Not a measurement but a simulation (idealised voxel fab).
Proc. module: voxel tone inversion
Square cells of 5 nm make up the cross-section cut, whose width is 260 nm.
A cross-section is written here as square cells arranged in a grid, and it is given in bands from the top down, each band taking up one or more rows of cells.
Band: top and bottom heights (nm) first, top before bottom; then materials from left to right, widths in nm. "throughout" marks a sole material filling the band edge to edge. "air" denotes empty space.
Heights are measured from 0, the level below which the as-received wafer is all one material; the lowest band has no bottom and continues downward, written as in "0 and below".
When a width is written as two numbers, as in "30..40", the first number is the width in the top row of cells of the band and the second is the width in its bottom row, and the width changes by the same amount from each row to the next.
Where a step carries "nothing altered", the cross-section came out of it unchanged, cell for cell.
So "Enclosed cavity list" is basically the list of trapped voids: any empty space of 8 cells or more that can't reach the top through an opening. They're written width x height at distance, the distance being from the left edge, and it's all nm.
The remark found on a step's line after its settings is issued by the simulator itself and pertains to that step.
Steps that use a mask can have "overlay nm" on their line. It says how far the mask sat to the right of where it was meant to be. Negative means to the left.
Here's what the planned process steps look like
1,RECEIVE, material Si
2,CONFORMAL_DEP, material SiCN, thk nm 10
3,DIRECTIONAL_DEP, material aC, thk nm 25
4,PATTERN, tone cover, mask id POSTS, material resist, width nm 25, pitch nm 55, thk nm 35, overlay nm 0
5,DIRECTIONAL_ETCH, etch materials aC, depth nm 25
6,STRIP, etch materials resist
7,FILL_DEP, material SiO2, thk nm 5
8,CMP, height nm 35
9,STRIP, etch materials aC
Wafer cross-section on receipt, i.e. after step 1
	0 and below = Si throughout
	Enclosed cavity list: none
The plan above was carried out on the starting structure above with one mistake, and this cross-section shows the wafer at the end of the module
	35 down to 10 = 65 of SiO2 | 15 of air | 40 of SiO2 | 15 of air | 40 of SiO2 | 15 of air | 70 of SiO2
	10 down to 0 = SiCN throughout
	0 and below = Si throughout
	Enclosed cavity list: none
The plan and the run diverged here: in deviation from the planned setting, step 4 was conducted as PATTERN, tone cover, mask id POSTS, material resist, width nm 15, pitch nm 55, thk nm 35, overlay nm 0
